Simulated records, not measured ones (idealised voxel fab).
A process module follows: voxel capacitor over wiring.
170 nm wide, 5 nm square cells: that's cross-section cut.
In what follows, cross-sections appear as grids of square cells, described through bands that run from the top down, where every band is one or more rows of cells.
Look at the band entry: it leads with the top's height and the bottom's height in nm. Then it lists the materials left to right, with a width in nm for each. The word "everywhere" on a single material says that material fills the band edge to edge. The word "blank" is empty space.
Heights are measured from 0, the level below which the as-received wafer is all one material; the lowest band has no bottom and continues downward, written as in "from 0 down".
Width "30..40": first value at the band's top row of cells, second value at its bottom row, equal change from row to row.
"identical to before" for a step: no cell of the cross-section changed in that step.
What "Completely sealed voids" gives you is every empty space of 8 cells or more that is cut off from the top. Each appears as width x height at distance, with the distance taken from the left edge and width, height and distance all in nm.
Read whatever lies past the settings on a step's line as the simulator's own remark about the step.
The "overlay nm" setting may appear on a step's line; for a step that uses a mask, it gives how far to the right of its planned position the mask lay, and a negative value indicates the left.

-- The steps planned for the process are as follows
1 RECEIVE: material Si
2 CONFORMAL_DEP: material SiO2, thk nm 10
3 DIRECTIONAL_DEP: material TiN, thk nm 5
4 DIRECTIONAL_DEP: material Ru, thk nm 15
5 MASKED_ETCH: tone cover, mask id METAL_1, width nm 20, pitch nm 80, etch materials Ru, depth nm 15, overlay nm 0
6 MASKED_ETCH: tone cover, mask id METAL_1, width nm 20, pitch nm 80, etch materials TiN, depth nm 5, overlay nm 0
7 FILL_DEP: material SiO2, thk nm 5
8 CMP: height nm 30
9 CONFORMAL_DEP: material SiCN, thk nm 5
10 DIRECTIONAL_DEP: material SiO2, thk nm 10
11 DIRECTIONAL_DEP: material aC, thk nm 10
12 PATTERN: tone open, mask id PLUG_1, material resist, width nm 15, thk nm 25, overlay nm 0
13 DIRECTIONAL_ETCH: etch materials aC, depth nm 10
14 STRIP: etch materials resist
15 DIRECTIONAL_ETCH: etch materials SiO2, depth nm 10
16 DIRECTIONAL_ETCH: etch materials SiCN, depth nm 5
17 STRIP: etch materials aC
18 CONFORMAL_DEP: material TiN, thk nm 5
19 FILL_DEP: material Cu, thk nm 5
20 CMP: height nm 45
21 DIRECTIONAL_DEP: material TiN, thk nm 10
22 DIRECTIONAL_DEP: material Al2O3, thk nm 5
23 DIRECTIONAL_DEP: material TiN, thk nm 10
24 MASKED_ETCH: tone cover, mask id UPPER_PLATE, width nm 65, etch materials TiN, depth nm 10, overlay nm 0
25 MASKED_ETCH: tone cover, mask id UPPER_PLATE, width nm 65, etch materials Al2O3, depth nm 5, overlay nm 0
26 PATTERN: tone cover, mask id LOWER_PLATE, material resist, width nm 75, thk nm 20, overlay nm 0
27 DIRECTIONAL_ETCH: etch materials TiN, depth nm 10
28 STRIP: etch materials resist
29 FILL_DEP: material SiO2, thk nm 15
30 CMP: height nm 80
31 PATTERN: tone open, mask id PLUG_2, material resist, width nm 15, thk nm 20, overlay nm 0
32 DIRECTIONAL_ETCH: etch materials SiO2, depth nm 10
33 STRIP: etch materials resist
34 CONFORMAL_DEP: material TiN, thk nm 5
35 FILL_DEP: material Ru, thk nm 10
36 CMP: height nm 80
37 CONFORMAL_DEP: material SiN, thk nm 5

-- First wafer of two (run as planned)

-- The cross-section here shows the wafer as received, i.e. in its state after step 1
from 0 down | Si everywhere
Completely sealed voids: none

-- Presented here is a cross-section of the wafer after step 2 has been performed
from 10 to 0 | SiO2 everywhere
Lower than 0, everything is as it was.

-- Presented here is a cross-section of the wafer after step 3 has been performed
from 15 to 10 | TiN everywhere
Lower than 10, everything is as it was.

-- Presented here is a cross-section of the wafer after step 4 has been performed
from 30 to 15 | Ru everywhere
Lower than 15, everything is as it was.

-- Presented here is a cross-section of the wafer after step 5 has been performed
from 30 to 15 | blank 35  Ru 20  blank 60  Ru 20  blank 35
Lower than 15, everything is as it was.

-- Presented here is a cross-section of the wafer after step 6 has been performed
from 30 to 15 | blank 35  Ru 20  blank 60  Ru 20  blank 35
from 15 to 10 | blank 35  TiN 20  blank 60  TiN 20  blank 35
Lower than 10, everything is as it was.

-- Presented here is a cross-section of the wafer after step 7 has been performed
from 35 to 30 | SiO2 everywhere
from 30 to 15 | SiO2 35  Ru 20  SiO2 60  Ru 20  SiO2 35
from 15 to 10 | SiO2 35  TiN 20  SiO2 60  TiN 20  SiO2 35
Lower than 10, everything is as it was.

-- Presented here is a cross-section of the wafer after step 8 has been performed
from 30 to 15 | SiO2 35  Ru 20  SiO2 60  Ru 20  SiO2 35
Lower than 15, everything is as it was.

-- Presented here is a cross-section of the wafer after step 9 has been performed
from 35 to 30 | SiCN everywhere
Lower than 30, everything is as it was.

-- Presented here is a cross-section of the wafer after step 10 has been performed
from 45 to 35 | SiO2 everywhere
Lower than 35, everything is as it was.

-- Presented here is a cross-section of the wafer after step 11 has been performed
from 55 to 45 | aC everywhere
Lower than 45, everything is as it was.

-- Presented here is a cross-section of the wafer after step 12 has been performed
from 80 to 55 | resist 40  blank 15  resist 115
Lower than 55, everything is as it was.

-- Presented here is a cross-section of the wafer after step 13 has been performed
from 70 to 55 | resist 40  blank 15  resist 115
from 55 to 45 | aC 40  blank 15  aC 115
Lower than 45, everything is as it was.

-- Presented here is a cross-section of the wafer after step 14 has been performed
from 55 to 45 | aC 40  blank 15  aC 115
Lower than 45, everything is as it was.

-- Presented here is a cross-section of the wafer after step 15 has been performed
from 55 to 45 | aC 40  blank 15  aC 115
from 45 to 35 | SiO2 40  blank 15  SiO2 115
Lower than 35, everything is as it was.

-- Presented here is a cross-section of the wafer after step 16 has been performed
from 55 to 45 | aC 40  blank 15  aC 115
from 45 to 35 | SiO2 40  blank 15  SiO2 115
from 35 to 30 | SiCN 40  blank 15  SiCN 115
Lower than 30, everything is as it was.

-- Presented here is a cross-section of the wafer after step 17 has been performed
from 45 to 35 | SiO2 40  blank 15  SiO2 115
Lower than 35, everything is as it was.

-- Presented here is a cross-section of the wafer after step 18 has been performed
from 50 to 45 | TiN 45  blank 5  TiN 120
from 45 to 35 | SiO2 40  TiN 5  blank 5  TiN 5  SiO2 115
from 35 to 30 | SiCN 40  TiN 15  SiCN 115
Lower than 30, everything is as it was.

-- Presented here is a cross-section of the wafer after step 19 has been performed
from 55 to 50 | Cu everywhere
from 50 to 45 | TiN 45  Cu 5  TiN 120
from 45 to 35 | SiO2 40  TiN 5  Cu 5  TiN 5  SiO2 115
Lower than 35, everything is as it was.

-- Presented here is a cross-section of the wafer after step 20 has been performed
from 45 to 35 | SiO2 40  TiN 5  Cu 5  TiN 5  SiO2 115
Lower than 35, everything is as it was.

-- Presented here is a cross-section of the wafer after step 21 has been performed
from 55 to 45 | TiN everywhere
Lower than 45, everything is as it was.

-- Presented here is a cross-section of the wafer after step 22 has been performed
from 60 to 55 | Al2O3 everywhere
Lower than 55, everything is as it was.

-- Presented here is a cross-section of the wafer after step 23 has been performed
from 70 to 60 | TiN everywhere
Lower than 60, everything is as it was.

-- Presented here is a cross-section of the wafer after step 24 has been performed
from 70 to 60 | blank 40  TiN 65  blank 65
Lower than 60, everything is as it was.

-- Presented here is a cross-section of the wafer after step 25 has been performed
from 70 to 60 | blank 40  TiN 65  blank 65
from 60 to 55 | blank 40  Al2O3 65  blank 65
Lower than 55, everything is as it was.

-- Presented here is a cross-section of the wafer after step 26 has been performed
from 90 to 70 | blank 35  resist 75  blank 60
from 70 to 60 | blank 35  resist 5  TiN 65  resist 5  blank 60
from 60 to 55 | blank 35  resist 5  Al2O3 65  resist 5  blank 60
Lower than 55, everything is as it was.

-- Presented here is a cross-section of the wafer after step 27 has been performed
from 90 to 70 | blank 35  resist 75  blank 60
from 70 to 60 | blank 35  resist 5  TiN 65  resist 5  blank 60
from 60 to 55 | blank 35  resist 5  Al2O3 65  resist 5  blank 60
from 55 to 45 | blank 35  TiN 75  blank 60
Lower than 45, everything is as it was.

-- Presented here is a cross-section of the wafer after step 28 has been performed
from 70 to 60 | blank 40  TiN 65  blank 65
from 60 to 55 | blank 40  Al2O3 65  blank 65
Lower than 55, everything is as it was.

-- Presented here is a cross-section of the wafer after step 29 has been performed
from 85 to 70 | SiO2 everywhere
from 70 to 60 | SiO2 40  TiN 65  SiO2 65
from 60 to 55 | SiO2 40  Al2O3 65  SiO2 65
from 55 to 45 | SiO2 35  TiN 75  SiO2 60
Lower than 45, everything is as it was.

-- Presented here is a cross-section of the wafer after step 30 has been performed
from 80 to 70 | SiO2 everywhere
Lower than 70, everything is as it was.

-- Presented here is a cross-section of the wafer after step 31 has been performed
from 100 to 80 | resist 50  blank 15  resist 105
Lower than 80, everything is as it was.

-- Presented here is a cross-section of the wafer after step 32 has been performed
from 100 to 80 | resist 50  blank 15  resist 105
from 80 to 70 | SiO2 50  blank 15  SiO2 105
Lower than 70, everything is as it was.

-- Presented here is a cross-section of the wafer after step 33 has been performed
from 80 to 70 | SiO2 50  blank 15  SiO2 105
Lower than 70, everything is as it was.

-- Presented here is a cross-section of the wafer after step 34 has been performed
from 85 to 80 | TiN 55  blank 5  TiN 110
from 80 to 75 | SiO2 50  TiN 5  blank 5  TiN 5  SiO2 105
from 75 to 70 | SiO2 50  TiN 15  SiO2 105
Lower than 70, everything is as it was.

-- Presented here is a cross-section of the wafer after step 35 has been performed
from 95 to 85 | Ru everywhere
from 85 to 80 | TiN 55  Ru 5  TiN 110
from 80 to 75 | SiO2 50  TiN 5  Ru 5  TiN 5  SiO2 105
Lower than 75, everything is as it was.

-- Presented here is a cross-section of the wafer after step 36 has been performed
from 80 to 75 | SiO2 50  TiN 5  Ru 5  TiN 5  SiO2 105
Lower than 75, everything is as it was.

-- Presented here is a cross-section of the wafer after step 37 has been performed
from 85 to 80 | SiN everywhere
Lower than 80, everything is as it was.

-- Second wafer, same starting conditions and recipe as the first, one mistake in executing it, nothing differs from the first up to and including step 2

-- Second wafer profile in section, at the moment step 3 of the plan was meant to be complete
from 25 to 10 | Ru everywhere
Lower than 10, everything is as it was.

-- Second wafer profile in section, at the moment step 4 of the plan was meant to be complete
from 30 to 25 | TiN everywhere
Lower than 25, everything is as it was.

Second wafer profile in section, at the moment step 5 of the plan was meant to be complete: identical to before

-- Second wafer profile in section, at the moment step 6 of the plan was meant to be complete
from 30 to 25 | blank 35  TiN 20  blank 60  TiN 20  blank 35
Lower than 25, everything is as it was.

-- Second wafer profile in section, at the moment step 7 of the plan was meant to be complete
from 35 to 30 | SiO2 everywhere
from 30 to 25 | SiO2 35  TiN 20  SiO2 60  TiN 20  SiO2 35
Lower than 25, everything is as it was.

-- Second wafer profile in section, at the moment step 8 of the plan was meant to be complete
from 30 to 25 | SiO2 35  TiN 20  SiO2 60  TiN 20  SiO2 35
Lower than 25, everything is as it was.

-- Second wafer profile in section, at the moment step 9 of the plan was meant to be complete
from 35 to 30 | SiCN everywhere
Lower than 30, everything is as it was.

-- Second wafer profile in section, at the moment step 10 of the plan was meant to be complete
from 45 to 35 | SiO2 everywhere
Lower than 35, everything is as it was.

-- Second wafer profile in section, at the moment step 11 of the plan was meant to be complete
from 55 to 45 | aC everywhere
Lower than 45, everything is as it was.

-- Second wafer profile in section, at the moment step 12 of the plan was meant to be complete
from 80 to 55 | resist 40  blank 15  resist 115
Lower than 55, everything is as it was.

-- Second wafer profile in section, at the moment step 13 of the plan was meant to be complete
from 70 to 55 | resist 40  blank 15  resist 115
from 55 to 45 | aC 40  blank 15  aC 115
Lower than 45, everything is as it was.

-- Second wafer profile in section, at the moment step 14 of the plan was meant to be complete
from 55 to 45 | aC 40  blank 15  aC 115
Lower than 45, everything is as it was.

-- Second wafer profile in section, at the moment step 15 of the plan was meant to be complete
from 55 to 45 | aC 40  blank 15  aC 115
from 45 to 35 | SiO2 40  blank 15  SiO2 115
Lower than 35, everything is as it was.

-- Second wafer profile in section, at the moment step 16 of the plan was meant to be complete
from 55 to 45 | aC 40  blank 15  aC 115
from 45 to 35 | SiO2 40  blank 15  SiO2 115
from 35 to 30 | SiCN 40  blank 15  SiCN 115
Lower than 30, everything is as it was.

-- Second wafer profile in section, at the moment step 17 of the plan was meant to be complete
from 45 to 35 | SiO2 40  blank 15  SiO2 115
Lower than 35, everything is as it was.

-- Second wafer profile in section, at the moment step 18 of the plan was meant to be complete
from 50 to 45 | TiN 45  blank 5  TiN 120
from 45 to 35 | SiO2 40  TiN 5  blank 5  TiN 5  SiO2 115
from 35 to 30 | SiCN 40  TiN 15  SiCN 115
Lower than 30, everything is as it was.

-- Second wafer profile in section, at the moment step 19 of the plan was meant to be complete
from 55 to 50 | Cu everywhere
from 50 to 45 | TiN 45  Cu 5  TiN 120
from 45 to 35 | SiO2 40  TiN 5  Cu 5  TiN 5  SiO2 115
Lower than 35, everything is as it was.

-- Second wafer profile in section, at the moment step 20 of the plan was meant to be complete
from 45 to 35 | SiO2 40  TiN 5  Cu 5  TiN 5  SiO2 115
Lower than 35, everything is as it was.

-- Second wafer profile in section, at the moment step 21 of the plan was meant to be complete
from 55 to 45 | TiN everywhere
Lower than 45, everything is as it was.

-- Second wafer profile in section, at the moment step 22 of the plan was meant to be complete
from 60 to 55 | Al2O3 everywhere
Lower than 55, everything is as it was.

-- Second wafer profile in section, at the moment step 23 of the plan was meant to be complete
from 70 to 60 | TiN everywhere
Lower than 60, everything is as it was.

-- Second wafer profile in section, at the moment step 24 of the plan was meant to be complete
from 70 to 60 | blank 40  TiN 65  blank 65
Lower than 60, everything is as it was.

-- Second wafer profile in section, at the moment step 25 of the plan was meant to be complete
from 70 to 60 | blank 40  TiN 65  blank 65
from 60 to 55 | blank 40  Al2O3 65  blank 65
Lower than 55, everything is as it was.

-- Second wafer profile in section, at the moment step 26 of the plan was meant to be complete
from 90 to 70 | blank 35  resist 75  blank 60
from 70 to 60 | blank 35  resist 5  TiN 65  resist 5  blank 60
from 60 to 55 | blank 35  resist 5  Al2O3 65  resist 5  blank 60
Lower than 55, everything is as it was.

-- Second wafer profile in section, at the moment step 27 of the plan was meant to be complete
from 90 to 70 | blank 35  resist 75  blank 60
from 70 to 60 | blank 35  resist 5  TiN 65  resist 5  blank 60
from 60 to 55 | blank 35  resist 5  Al2O3 65  resist 5  blank 60
from 55 to 45 | blank 35  TiN 75  blank 60
Lower than 45, everything is as it was.

-- Second wafer profile in section, at the moment step 28 of the plan was meant to be complete
from 70 to 60 | blank 40  TiN 65  blank 65
from 60 to 55 | blank 40  Al2O3 65  blank 65
Lower than 55, everything is as it was.

-- Second wafer profile in section, at the moment step 29 of the plan was meant to be complete
from 85 to 70 | SiO2 everywhere
from 70 to 60 | SiO2 40  TiN 65  SiO2 65
from 60 to 55 | SiO2 40  Al2O3 65  SiO2 65
from 55 to 45 | SiO2 35  TiN 75  SiO2 60
Lower than 45, everything is as it was.

-- Second wafer profile in section, at the moment step 30 of the plan was meant to be complete
from 80 to 70 | SiO2 everywhere
Lower than 70, everything is as it was.

-- Second wafer profile in section, at the moment step 31 of the plan was meant to be complete
from 100 to 80 | resist 50  blank 15  resist 105
Lower than 80, everything is as it was.

-- Second wafer profile in section, at the moment step 32 of the plan was meant to be complete
from 100 to 80 | resist 50  blank 15  resist 105
from 80 to 70 | SiO2 50  blank 15  SiO2 105
Lower than 70, everything is as it was.

-- Second wafer profile in section, at the moment step 33 of the plan was meant to be complete
from 80 to 70 | SiO2 50  blank 15  SiO2 105
Lower than 70, everything is as it was.

-- Second wafer profile in section, at the moment step 34 of the plan was meant to be complete
from 85 to 80 | TiN 55  blank 5  TiN 110
from 80 to 75 | SiO2 50  TiN 5  blank 5  TiN 5  SiO2 105
from 75 to 70 | SiO2 50  TiN 15  SiO2 105
Lower than 70, everything is as it was.

-- Second wafer profile in section, at the moment step 35 of the plan was meant to be complete
from 95 to 85 | Ru everywhere
from 85 to 80 | TiN 55  Ru 5  TiN 110
from 80 to 75 | SiO2 50  TiN 5  Ru 5  TiN 5  SiO2 105
Lower than 75, everything is as it was.

-- Second wafer profile in section, at the moment step 36 of the plan was meant to be complete
from 80 to 75 | SiO2 50  TiN 5  Ru 5  TiN 5  SiO2 105
Lower than 75, everything is as it was.

-- Second wafer profile in section, at the moment step 37 of the plan was meant to be complete
from 85 to 80 | SiN everywhere
Lower than 80, everything is as it was.
Deviation from plan: contrary to the plan, steps 3 and 4 were processed in exchanged order
Materials where the second wafer ends with more or fewer cells than the first: Ru: 78 more, SiO2: 78 fewer
